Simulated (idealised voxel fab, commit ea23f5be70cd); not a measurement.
Presented below is a process module, voxel capacitor over wiring.
In the cross-section labelled cut, the width is 190 nm and each square cell is 5 nm.
We lay out every cross-section as a grid of square cells and spell it out in bands from the top down, where one band means one or more rows of cells. Top height, bottom height, nm. Materials left to right, width each, nm. Single material + "all across" = fills band edge to edge. "blank" = empty. A quick word on heights: they are counted from 0, and under that level the wafer as it came to us is one material throughout. The lowest band is different from the rest in having no bottom; it simply continues downward, written as in "top 0, no bottom". The two numbers in a width such as "30..40" mark its ends across the band: the first belongs to the top row of cells, the second to the bottom row, and from each row to the next the width moves by the same amount. "remains unaltered" for a step: no cell of the cross-section changed in that step. Each empty space that has no open way to the top and spans at least 8 cells appears under "Fully sealed voids" as width x height at distance, the distance counted from the left edge, all in nm. Past the settings on a step's line: simulator remark, on that step. "overlay nm", when on a step's line for a step with a mask, measures how far to the right of its planned place the mask lay; a negative measure means to the left.

So here's the lineup of process steps we planned
1) RECEIVE: material Si
2) CONFORMAL_DEP: material SiO2, thk nm 10
3) DIRECTIONAL_DEP: material TiN, thk nm 5
4) DIRECTIONAL_DEP: material W, thk nm 15
5) DIRECTIONAL_DEP: material aC, thk nm 10
6) PATTERN: tone cover, mask id METAL_1, material resist, width nm 30, pitch nm 100, thk nm 25, overlay nm 0
7) DIRECTIONAL_ETCH: etch materials aC, depth nm 10
8) STRIP: etch materials resist
9) DIRECTIONAL_ETCH: etch materials W, depth nm 15
10) DIRECTIONAL_ETCH: etch materials TiN, depth nm 5
11) STRIP: etch materials aC
12) FILL_DEP: material SiO2, thk nm 10
13) CMP: height nm 30
14) CONFORMAL_DEP: material SiCN, thk nm 5
15) DIRECTIONAL_DEP: material SiO2, thk nm 20
16) PATTERN: tone open, mask id PLUG_1, material resist, width nm 15, thk nm 15, overlay nm 0
17) DIRECTIONAL_ETCH: etch materials SiO2, depth nm 20
18) DIRECTIONAL_ETCH: etch materials SiCN, depth nm 5
19) STRIP: etch materials resist
20) EPI: material Ru, thk nm 10
21) EPI: material Ru, thk nm 10
22) EPI: material Ru, thk nm 5
23) DIRECTIONAL_DEP: material TiN, thk nm 5
24) DIRECTIONAL_DEP: material HfO2, thk nm 5
25) DIRECTIONAL_DEP: material TiN, thk nm 10
26) DIRECTIONAL_DEP: material aC, thk nm 10
27) PATTERN: tone cover, mask id UPPER_PLATE, material resist, width nm 75, thk nm 30, overlay nm 0
28) DIRECTIONAL_ETCH: etch materials aC, depth nm 10
29) STRIP: etch materials resist
30) DIRECTIONAL_ETCH: etch materials TiN, depth nm 10
31) DIRECTIONAL_ETCH: etch materials HfO2, depth nm 5
32) STRIP: etch materials aC
33) DIRECTIONAL_DEP: material aC, thk nm 10
34) PATTERN: tone cover, mask id LOWER_PLATE, material resist, width nm 85, thk nm 25, overlay nm 0
35) DIRECTIONAL_ETCH: etch materials aC, depth nm 10
36) STRIP: etch materials resist
37) DIRECTIONAL_ETCH: etch materials TiN, depth nm 5
38) STRIP: etch materials aC
39) FILL_DEP: material SiO2, thk nm 15
40) CMP: height nm 85
41) DIRECTIONAL_DEP: material aC, thk nm 15
42) PATTERN: tone open, mask id PLUG_2, material resist, width nm 15, thk nm 35, overlay nm 0
43) DIRECTIONAL_ETCH: etch materials aC, depth nm 15
44) STRIP: etch materials resist
45) DIRECTIONAL_ETCH: etch materials SiO2, depth nm 10
46) STRIP: etch materials aC
47) CONFORMAL_DEP: material TiN, thk nm 5
48) FILL_DEP: material Ru, thk nm 5
49) CMP: height nm 85
50) CONFORMAL_DEP: material SiN, thk nm 5

The first wafer of two, processed as planned

As-received wafer cross-section (after step 1)
  top 0, no bottom  Si all across
  Fully sealed voids: none

State of the wafer after step 2, shown in cross-section
  top 10, bottom 0  SiO2 all across
  Unchanged below 0.

State of the wafer after step 3, shown in cross-section
  top 15, bottom 10  TiN all across
  Unchanged below 10.

State of the wafer after step 4, shown in cross-section
  top 30, bottom 15  W all across
  Unchanged below 15.

State of the wafer after step 5, shown in cross-section
  top 40, bottom 30  aC all across
  Unchanged below 30.

State of the wafer after step 6, shown in cross-section
  top 65, bottom 40  30 of blank  30 of resist  70 of blank  30 of resist  30 of blank
  Unchanged below 40.

State of the wafer after step 7, shown in cross-section
  top 55, bottom 40  30 of blank  30 of resist  70 of blank  30 of resist  30 of blank
  top 40, bottom 30  30 of blank  30 of aC  70 of blank  30 of aC  30 of blank
  Unchanged below 30.

State of the wafer after step 8, shown in cross-section
  top 40, bottom 30  30 of blank  30 of aC  70 of blank  30 of aC  30 of blank
  Unchanged below 30.

State of the wafer after step 9, shown in cross-section
  top 40, bottom 30  30 of blank  30 of aC  70 of blank  30 of aC  30 of blank
  top 30, bottom 15  30 of blank  30 of W  70 of blank  30 of W  30 of blank
  Unchanged below 15.

State of the wafer after step 10, shown in cross-section
  top 40, bottom 30  30 of blank  30 of aC  70 of blank  30 of aC  30 of blank
  top 30, bottom 15  30 of blank  30 of W  70 of blank  30 of W  30 of blank
  top 15, bottom 10  30 of blank  30 of TiN  70 of blank  30 of TiN  30 of blank
  Unchanged below 10.

State of the wafer after step 11, shown in cross-section
  top 30, bottom 15  30 of blank  30 of W  70 of blank  30 of W  30 of blank
  Unchanged below 15.

State of the wafer after step 12, shown in cross-section
  top 40, bottom 30  SiO2 all across
  top 30, bottom 15  30 of SiO2  30 of W  70 of SiO2  30 of W  30 of SiO2
  top 15, bottom 10  30 of SiO2  30 of TiN  70 of SiO2  30 of TiN  30 of SiO2
  Unchanged below 10.

State of the wafer after step 13, shown in cross-section
  top 30, bottom 15  30 of SiO2  30 of W  70 of SiO2  30 of W  30 of SiO2
  Unchanged below 15.

State of the wafer after step 14, shown in cross-section
  top 35, bottom 30  SiCN all across
  Unchanged below 30.

State of the wafer after step 15, shown in cross-section
  top 55, bottom 35  SiO2 all across
  Unchanged below 35.

State of the wafer after step 16, shown in cross-section
  top 70, bottom 55  45 of resist  15 of blank  130 of resist
  Unchanged below 55.

State of the wafer after step 17, shown in cross-section
  top 70, bottom 55  45 of resist  15 of blank  130 of resist
  top 55, bottom 35  45 of SiO2  15 of blank  130 of SiO2
  Unchanged below 35.

State of the wafer after step 18, shown in cross-section
  top 70, bottom 55  45 of resist  15 of blank  130 of resist
  top 55, bottom 35  45 of SiO2  15 of blank  130 of SiO2
  top 35, bottom 30  45 of SiCN  15 of blank  130 of SiCN
  Unchanged below 30.

State of the wafer after step 19, shown in cross-section
  top 55, bottom 35  45 of SiO2  15 of blank  130 of SiO2
  Unchanged below 35.

State of the wafer after step 20, shown in cross-section
  top 55, bottom 40  45 of SiO2  15 of blank  130 of SiO2
  top 40, bottom 35  45 of SiO2  15 of Ru  130 of SiO2
  top 35, bottom 30  45 of SiCN  15 of Ru  130 of SiCN
  Unchanged below 30.

State of the wafer after step 21, shown in cross-section
  top 55, bottom 50  45 of SiO2  15 of blank  130 of SiO2
  top 50, bottom 35  45 of SiO2  15 of Ru  130 of SiO2
  Unchanged below 35.

State of the wafer after step 22, shown in cross-section
  top 55, bottom 35  45 of SiO2  15 of Ru  130 of SiO2
  Unchanged below 35.

State of the wafer after step 23, shown in cross-section
  top 60, bottom 55  TiN all across
  Unchanged below 55.

State of the wafer after step 24, shown in cross-section
  top 65, bottom 60  HfO2 all across
  Unchanged below 60.

State of the wafer after step 25, shown in cross-section
  top 75, bottom 65  TiN all across
  Unchanged below 65.

State of the wafer after step 26, shown in cross-section
  top 85, bottom 75  aC all across
  Unchanged below 75.

State of the wafer after step 27, shown in cross-section
  top 115, bottom 85  45 of blank  75 of resist  70 of blank
  Unchanged below 85.

State of the wafer after step 28, shown in cross-section
  top 105, bottom 85  45 of blank  75 of resist  70 of blank
  top 85, bottom 75  45 of blank  75 of aC  70 of blank
  Unchanged below 75.

State of the wafer after step 29, shown in cross-section
  top 85, bottom 75  45 of blank  75 of aC  70 of blank
  Unchanged below 75.

State of the wafer after step 30, shown in cross-section
  top 85, bottom 75  45 of blank  75 of aC  70 of blank
  top 75, bottom 65  45 of blank  75 of TiN  70 of blank
  Unchanged below 65.

State of the wafer after step 31, shown in cross-section
  top 85, bottom 75  45 of blank  75 of aC  70 of blank
  top 75, bottom 65  45 of blank  75 of TiN  70 of blank
  top 65, bottom 60  45 of blank  75 of HfO2  70 of blank
  Unchanged below 60.

State of the wafer after step 32, shown in cross-section
  top 75, bottom 65  45 of blank  75 of TiN  70 of blank
  Unchanged below 65.

State of the wafer after step 33, shown in cross-section
  top 85, bottom 75  45 of blank  75 of aC  70 of blank
  top 75, bottom 70  45 of blank  75 of TiN  70 of blank
  top 70, bottom 65  45 of aC  75 of TiN  70 of aC
  top 65, bottom 60  45 of aC  75 of HfO2  70 of aC
  Unchanged below 60.

State of the wafer after step 34, shown in cross-section
  top 110, bottom 85  40 of blank  85 of resist  65 of blank
  top 85, bottom 75  40 of blank  5 of resist  75 of aC  5 of resist  65 of blank
  top 75, bottom 70  40 of blank  5 of resist  75 of TiN  5 of resist  65 of blank
  Unchanged below 70.

State of the wafer after step 35, shown in cross-section
  top 100, bottom 85  40 of blank  85 of resist  65 of blank
  top 85, bottom 75  40 of blank  5 of resist  75 of aC  5 of resist  65 of blank
  top 75, bottom 70  40 of blank  5 of resist  75 of TiN  5 of resist  65 of blank
  top 70, bottom 65  40 of blank  5 of aC  75 of TiN  5 of aC  65 of blank
  top 65, bottom 60  40 of blank  5 of aC  75 of HfO2  5 of aC  65 of blank
  Unchanged below 60.

State of the wafer after step 36, shown in cross-section
  top 85, bottom 75  45 of blank  75 of aC  70 of blank
  top 75, bottom 70  45 of blank  75 of TiN  70 of blank
  Unchanged below 70.

State of the wafer after step 37, shown in cross-section
  top 85, bottom 75  45 of blank  75 of aC  70 of blank
  top 75, bottom 70  45 of blank  75 of TiN  70 of blank
  top 70, bottom 65  40 of blank  5 of aC  75 of TiN  5 of aC  65 of blank
  top 65, bottom 60  40 of blank  5 of aC  75 of HfO2  5 of aC  65 of blank
  top 60, bottom 55  40 of blank  85 of TiN  65 of blank
  Unchanged below 55.

State of the wafer after step 38, shown in cross-section
  top 75, bottom 65  45 of blank  75 of TiN  70 of blank
  top 65, bottom 60  45 of blank  75 of HfO2  70 of blank
  Unchanged below 60.

State of the wafer after step 39, shown in cross-section
  top 90, bottom 75  SiO2 all across
  top 75, bottom 65  45 of SiO2  75 of TiN  70 of SiO2
  top 65, bottom 60  45 of SiO2  75 of HfO2  70 of SiO2
  top 60, bottom 55  40 of SiO2  85 of TiN  65 of SiO2
  Unchanged below 55.

State of the wafer after step 40, shown in cross-section
  top 85, bottom 75  SiO2 all across
  Unchanged below 75.

State of the wafer after step 41, shown in cross-section
  top 100, bottom 85  aC all across
  Unchanged below 85.

State of the wafer after step 42, shown in cross-section
  top 135, bottom 100  55 of resist  15 of blank  120 of resist
  Unchanged below 100.

State of the wafer after step 43, shown in cross-section
  top 120, bottom 100  55 of resist  15 of blank  120 of resist
  top 100, bottom 85  55 of aC  15 of blank  120 of aC
  Unchanged below 85.

State of the wafer after step 44, shown in cross-section
  top 100, bottom 85  55 of aC  15 of blank  120 of aC
  Unchanged below 85.

State of the wafer after step 45, shown in cross-section
  top 100, bottom 85  55 of aC  15 of blank  120 of aC
  top 85, bottom 75  55 of SiO2  15 of blank  120 of SiO2
  Unchanged below 75.

State of the wafer after step 46, shown in cross-section
  top 85, bottom 75  55 of SiO2  15 of blank  120 of SiO2
  Unchanged below 75.

State of the wafer after step 47, shown in cross-section
  top 90, bottom 85  60 of TiN  5 of blank  125 of TiN
  top 85, bottom 80  55 of SiO2  5 of TiN  5 of blank  5 of TiN  120 of SiO2
  top 80, bottom 75  55 of SiO2  15 of TiN  120 of SiO2
  Unchanged below 75.

State of the wafer after step 48, shown in cross-section
  top 95, bottom 90  Ru all across
  top 90, bottom 85  60 of TiN  5 of Ru  125 of TiN
  top 85, bottom 80  55 of SiO2  5 of TiN  5 of Ru  5 of TiN  120 of SiO2
  Unchanged below 80.

State of the wafer after step 49, shown in cross-section
  top 85, bottom 80  55 of SiO2  5 of TiN  5 of Ru  5 of TiN  120 of SiO2
  Unchanged below 80.

State of the wafer after step 50, shown in cross-section
  top 90, bottom 85  SiN all across
  Unchanged below 85.

The second wafer: identical to the first at the outset and in its planned sequence, differing only in that one mistake was made during processing; up to and including step 16, its path is the first wafer's path

Second wafer, cross-section, planned end of step 17
  top 70, bottom 55  45 of resist  15 of blank  130 of resist
  top 55, bottom 40  45 of SiO2  15 of blank  130 of SiO2
  Unchanged below 40.

Second wafer, cross-section, planned end of step 18: remains unaltered

Second wafer, cross-section, planned end of step 19
  top 55, bottom 40  45 of SiO2  15 of blank  130 of SiO2
  Unchanged below 40.

Second wafer, cross-section, planned end of step 20: remains unaltered

Second wafer, cross-section, planned end of step 21: remains unaltered

Second wafer, cross-section, planned end of step 22: remains unaltered

Second wafer, cross-section, planned end of step 23
  top 60, bottom 55  45 of TiN  15 of blank  130 of TiN
  top 55, bottom 45  45 of SiO2  15 of blank  130 of SiO2
  top 45, bottom 40  45 of SiO2  15 of TiN  130 of SiO2
  Unchanged below 40.

Second wafer, cross-section, planned end of step 24
  top 65, bottom 60  45 of HfO2  15 of blank  130 of HfO2
  top 60, bottom 55  45 of TiN  15 of blank  130 of TiN
  top 55, bottom 50  45 of SiO2  15 of blank  130 of SiO2
  top 50, bottom 45  45 of SiO2  15 of HfO2  130 of SiO2
  Unchanged below 45.

Second wafer, cross-section, planned end of step 25
  top 75, bottom 65  45 of TiN  15 of blank  130 of TiN
  top 65, bottom 60  45 of HfO2  15 of blank  130 of HfO2
  top 60, bottom 55  TiN all across
  top 55, bottom 50  45 of SiO2  15 of TiN  130 of SiO2
  Unchanged below 50.

Second wafer, cross-section, planned end of step 26
  top 85, bottom 75  45 of aC  15 of blank  130 of aC
  top 75, bottom 70  45 of TiN  15 of blank  130 of TiN
  top 70, bottom 65  45 of TiN  15 of aC  130 of TiN
  top 65, bottom 60  45 of HfO2  15 of aC  130 of HfO2
  Unchanged below 60.

Second wafer, cross-section, planned end of step 27
  top 115, bottom 85  45 of blank  75 of resist  70 of blank
  top 85, bottom 75  45 of aC  15 of resist  130 of aC
  top 75, bottom 70  45 of TiN  15 of resist  130 of TiN
  Unchanged below 70.

Second wafer, cross-section, planned end of step 28
  top 105, bottom 85  45 of blank  75 of resist  70 of blank
  top 85, bottom 75  45 of blank  15 of resist  60 of aC  70 of blank
  Unchanged below 75.

Second wafer, cross-section, planned end of step 29
  top 85, bottom 75  60 of blank  60 of aC  70 of blank
  top 75, bottom 70  45 of TiN  15 of blank  130 of TiN
  Unchanged below 70.

Second wafer, cross-section, planned end of step 30
  top 85, bottom 75  60 of blank  60 of aC  70 of blank
  top 75, bottom 70  60 of blank  60 of TiN  70 of blank
  top 70, bottom 65  45 of blank  15 of aC  60 of TiN  70 of blank
  Unchanged below 65.

Second wafer, cross-section, planned end of step 31
  top 85, bottom 75  60 of blank  60 of aC  70 of blank
  top 75, bottom 70  60 of blank  60 of TiN  70 of blank
  top 70, bottom 65  45 of blank  15 of aC  60 of TiN  70 of blank
  top 65, bottom 60  45 of blank  15 of aC  60 of HfO2  70 of blank
  Unchanged below 60.

Second wafer, cross-section, planned end of step 32
  top 75, bottom 65  60 of blank  60 of TiN  70 of blank
  top 65, bottom 60  60 of blank  60 of HfO2  70 of blank
  Unchanged below 60.

Second wafer, cross-section, planned end of step 33
  top 85, bottom 75  60 of blank  60 of aC  70 of blank
  top 75, bottom 70  60 of blank  60 of TiN  70 of blank
  top 70, bottom 65  60 of aC  60 of TiN  70 of aC
  top 65, bottom 60  60 of aC  60 of HfO2  70 of aC
  Unchanged below 60.

Second wafer, cross-section, planned end of step 34
  top 110, bottom 85  40 of blank  85 of resist  65 of blank
  top 85, bottom 75  40 of blank  20 of resist  60 of aC  5 of resist  65 of blank
  top 75, bottom 70  40 of blank  20 of resist  60 of TiN  5 of resist  65 of blank
  Unchanged below 70.

Second wafer, cross-section, planned end of step 35
  top 100, bottom 85  40 of blank  85 of resist  65 of blank
  top 85, bottom 75  40 of blank  20 of resist  60 of aC  5 of resist  65 of blank
  top 75, bottom 70  40 of blank  20 of resist  60 of TiN  5 of resist  65 of blank
  top 70, bottom 65  40 of blank  20 of aC  60 of TiN  5 of aC  65 of blank
  top 65, bottom 60  40 of blank  20 of aC  60 of HfO2  5 of aC  65 of blank
  Unchanged below 60.

Second wafer, cross-section, planned end of step 36
  top 85, bottom 75  60 of blank  60 of aC  70 of blank
  top 75, bottom 70  60 of blank  60 of TiN  70 of blank
  Unchanged below 70.

Second wafer, cross-section, planned end of step 37
  top 85, bottom 75  60 of blank  60 of aC  70 of blank
  top 75, bottom 70  60 of blank  60 of TiN  70 of blank
  top 70, bottom 65  40 of blank  20 of aC  60 of TiN  5 of aC  65 of blank
  top 65, bottom 60  40 of blank  20 of aC  60 of HfO2  5 of aC  65 of blank
  top 60, bottom 55  40 of blank  85 of TiN  65 of blank
  Unchanged below 55.

Second wafer, cross-section, planned end of step 38
  top 75, bottom 65  60 of blank  60 of TiN  70 of blank
  top 65, bottom 60  60 of blank  60 of HfO2  70 of blank
  Unchanged below 60.

Second wafer, cross-section, planned end of step 39
  top 90, bottom 75  SiO2 all across
  top 75, bottom 65  60 of SiO2  60 of TiN  70 of SiO2
  top 65, bottom 60  60 of SiO2  60 of HfO2  70 of SiO2
  top 60, bottom 50  40..45 of SiO2  85..15 of TiN  65..130 of SiO2
  Unchanged below 50.

Second wafer, cross-section, planned end of step 40
  top 85, bottom 75  SiO2 all across
  Unchanged below 75.

Second wafer, cross-section, planned end of step 41
  top 100, bottom 85  aC all across
  Unchanged below 85.

Second wafer, cross-section, planned end of step 42
  top 135, bottom 100  55 of resist  15 of blank  120 of resist
  Unchanged below 100.

Second wafer, cross-section, planned end of step 43
  top 120, bottom 100  55 of resist  15 of blank  120 of resist
  top 100, bottom 85  55 of aC  15 of blank  120 of aC
  Unchanged below 85.

Second wafer, cross-section, planned end of step 44
  top 100, bottom 85  55 of aC  15 of blank  120 of aC
  Unchanged below 85.

Second wafer, cross-section, planned end of step 45
  top 100, bottom 85  55 of aC  15 of blank  120 of aC
  top 85, bottom 75  55 of SiO2  15 of blank  120 of SiO2
  Unchanged below 75.

Second wafer, cross-section, planned end of step 46
  top 85, bottom 75  55 of SiO2  15 of blank  120 of SiO2
  Unchanged below 75.

Second wafer, cross-section, planned end of step 47
  top 90, bottom 85  60 of TiN  5 of blank  125 of TiN
  top 85, bottom 80  55 of SiO2  5 of TiN  5 of blank  5 of TiN  120 of SiO2
  top 80, bottom 75  55 of SiO2  15 of TiN  120 of SiO2
  Unchanged below 75.

Second wafer, cross-section, planned end of step 48
  top 95, bottom 90  Ru all across
  top 90, bottom 85  60 of TiN  5 of Ru  125 of TiN
  top 85, bottom 80  55 of SiO2  5 of TiN  5 of Ru  5 of TiN  120 of SiO2
  Unchanged below 80.

Second wafer, cross-section, planned end of step 49
  top 85, bottom 80  55 of SiO2  5 of TiN  5 of Ru  5 of TiN  120 of SiO2
  Unchanged below 80.

Second wafer, cross-section, planned end of step 50
  top 90, bottom 85  SiN all across
  Unchanged below 85.
Diagnosis: step 17 changed vs plan, executed as DIRECTIONAL_ETCH: etch materials SiO2, depth nm 15
Looking at both finished wafers in cells, the second ends up ahead of or behind the first on some materials: -15 Ru, +3 SiCN, +12 SiO2
